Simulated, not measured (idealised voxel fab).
Process module name: voxel plated lines
cross-section cut | 245 nm wide | cells 5 nm
If you're reading a cross-section in this doc, picture square cells in a grid; it comes to you as bands, top ones listed first down to the bottom, and a band can be one or more rows of cells. It is stipulated that each band's entry specify, in nanometres, the height of the top of the band and then that of its bottom, followed by the materials of the band in left-to-right sequence, each together with its width in nanometres. A single material marked by the word "everywhere" is understood to fill the band from edge to edge; the word "empty" is understood to denote empty space. All heights in this document are referenced to 0, defined as the level beneath which the wafer, as received, consists entirely of one material. The lowest band is not bounded below; it extends indefinitely downward and is written in the form "top 0, no bottom". Per-row width for "30 to 40": begins at first number (top row of band), ends at second number (bottom row), increment between rows held constant. Key: "no alterations made" - step with no changed cell in the cross-section. For the entry "Closed void list", the listed items are empty spaces with no open way to the top whose size is 8 cells or more; each item follows the pattern width x height at distance, where distance is from the left edge and all three are in nm. Note: text after step settings on the step line = simulator remark on that step. Each step line may optionally specify "overlay nm", which for a step with a mask gives the rightward distance between the mask's planned place and where it lay, a negative value indicating the leftward direction.
## Listed below are the process steps as planned
| 1 | RECEIVE, material Si |
| 2 | CONFORMAL_DEP, material SiN, thk nm 15 |
| 3 | DIRECTIONAL_DEP, material TiN, thk nm 5 |
| 4 | PATTERN, tone open, mask id LINES, material resist, width nm 15, pitch nm 35, thk nm 40, overlay nm 0 |
| 5 | EPI, material Ru, thk nm 5 |
| 6 | EPI, material Ru, thk nm 5 |
| 7 | EPI, material Ru, thk nm 5 |
| 8 | STRIP, etch materials resist |
| 9 | DIRECTIONAL_ETCH, etch materials TiN, depth nm 5 |
| 10 | CONFORMAL_DEP, material SiN, thk nm 10 |
## Account of the first of two wafers, which was processed as intended
## Cross-section of the incoming wafer, state after step 1
	top 0, no bottom: Si everywhere
	Closed void list: none
## Cross-section through the wafer, step 2 finished
	top 15, bottom 0: SiN everywhere
	Below 0, the layers are the same as they were.
## Cross-section through the wafer, step 3 finished
	top 20, bottom 15: TiN everywhere
	Below 15, the layers are the same as they were.
## Cross-section through the wafer, step 4 finished
	top 60, bottom 20: resist: 80, then empty: 15, then resist: 20, then empty: 15, then resist: 20, then empty: 15, then resist: 80
	Below 20, the layers are the same as they were.
## Cross-section through the wafer, step 5 finished
	top 60, bottom 25: resist: 80, then empty: 15, then resist: 20, then empty: 15, then resist: 20, then empty: 15, then resist: 80
	top 25, bottom 20: resist: 80, then Ru: 15, then resist: 20, then Ru: 15, then resist: 20, then Ru: 15, then resist: 80
	Below 20, the layers are the same as they were.
## Cross-section through the wafer, step 6 finished
	top 60, bottom 30: resist: 80, then empty: 15, then resist: 20, then empty: 15, then resist: 20, then empty: 15, then resist: 80
	top 30, bottom 20: resist: 80, then Ru: 15, then resist: 20, then Ru: 15, then resist: 20, then Ru: 15, then resist: 80
	Below 20, the layers are the same as they were.
## Cross-section through the wafer, step 7 finished
	top 60, bottom 35: resist: 80, then empty: 15, then resist: 20, then empty: 15, then resist: 20, then empty: 15, then resist: 80
	top 35, bottom 20: resist: 80, then Ru: 15, then resist: 20, then Ru: 15, then resist: 20, then Ru: 15, then resist: 80
	Below 20, the layers are the same as they were.
## Cross-section through the wafer, step 8 finished
	top 35, bottom 20: empty: 80, then Ru: 15, then empty: 20, then Ru: 15, then empty: 20, then Ru: 15, then empty: 80
	Below 20, the layers are the same as they were.
## Cross-section through the wafer, step 9 finished
	top 35, bottom 20: empty: 80, then Ru: 15, then empty: 20, then Ru: 15, then empty: 20, then Ru: 15, then empty: 80
	top 20, bottom 15: empty: 80, then TiN: 15, then empty: 20, then TiN: 15, then empty: 20, then TiN: 15, then empty: 80
	Below 15, the layers are the same as they were.
## Cross-section through the wafer, step 10 finished
	top 45, bottom 35: empty: 70, then SiN: 105, then empty: 70
	top 35, bottom 25: empty: 70, then SiN: 10, then Ru: 15, then SiN: 20, then Ru: 15, then SiN: 20, then Ru: 15, then SiN: 10, then empty: 70
	top 25, bottom 20: SiN: 80, then Ru: 15, then SiN: 20, then Ru: 15, then SiN: 20, then Ru: 15, then SiN: 80
	top 20, bottom 15: SiN: 80, then TiN: 15, then SiN: 20, then TiN: 15, then SiN: 20, then TiN: 15, then SiN: 80
	Below 15, the layers are the same as they were.
## Wafer two: like wafer one in start and plan, but with one mistake in execution; identical up to and including step 1
## Second wafer, sectioned view, at step 2's planned end time
	top 30, bottom 0: SiN everywhere
	Below 0, the layers are the same as they were.
## Second wafer, sectioned view, at step 3's planned end time
	top 35, bottom 30: TiN everywhere
	Below 30, the layers are the same as they were.
## Second wafer, sectioned view, at step 4's planned end time
	top 75, bottom 35: resist: 80, then empty: 15, then resist: 20, then empty: 15, then resist: 20, then empty: 15, then resist: 80
	Below 35, the layers are the same as they were.
## Second wafer, sectioned view, at step 5's planned end time
	top 75, bottom 40: resist: 80, then empty: 15, then resist: 20, then empty: 15, then resist: 20, then empty: 15, then resist: 80
	top 40, bottom 35: resist: 80, then Ru: 15, then resist: 20, then Ru: 15, then resist: 20, then Ru: 15, then resist: 80
	Below 35, the layers are the same as they were.
## Second wafer, sectioned view, at step 6's planned end time
	top 75, bottom 45: resist: 80, then empty: 15, then resist: 20, then empty: 15, then resist: 20, then empty: 15, then resist: 80
	top 45, bottom 35: resist: 80, then Ru: 15, then resist: 20, then Ru: 15, then resist: 20, then Ru: 15, then resist: 80
	Below 35, the layers are the same as they were.
## Second wafer, sectioned view, at step 7's planned end time
	top 75, bottom 50: resist: 80, then empty: 15, then resist: 20, then empty: 15, then resist: 20, then empty: 15, then resist: 80
	top 50, bottom 35: resist: 80, then Ru: 15, then resist: 20, then Ru: 15, then resist: 20, then Ru: 15, then resist: 80
	Below 35, the layers are the same as they were.
## Second wafer, sectioned view, at step 8's planned end time
	top 50, bottom 35: empty: 80, then Ru: 15, then empty: 20, then Ru: 15, then empty: 20, then Ru: 15, then empty: 80
	Below 35, the layers are the same as they were.
## Second wafer, sectioned view, at step 9's planned end time
	top 50, bottom 35: empty: 80, then Ru: 15, then empty: 20, then Ru: 15, then empty: 20, then Ru: 15, then empty: 80
	top 35, bottom 30: empty: 80, then TiN: 15, then empty: 20, then TiN: 15, then empty: 20, then TiN: 15, then empty: 80
	Below 30, the layers are the same as they were.
## Second wafer, sectioned view, at step 10's planned end time
	top 60, bottom 50: empty: 70, then SiN: 105, then empty: 70
	top 50, bottom 40: empty: 70, then SiN: 10, then Ru: 15, then SiN: 20, then Ru: 15, then SiN: 20, then Ru: 15, then SiN: 10, then empty: 70
	top 40, bottom 35: SiN: 80, then Ru: 15, then SiN: 20, then Ru: 15, then SiN: 20, then Ru: 15, then SiN: 80
	top 35, bottom 30: SiN: 80, then TiN: 15, then SiN: 20, then TiN: 15, then SiN: 20, then TiN: 15, then SiN: 80
	Below 30, the layers are the same as they were.
Finding, execution versus plan: step 2 of the plan was executed twice over
Materials where the second wafer ends with more or fewer cells than the first: SiN: 147 more
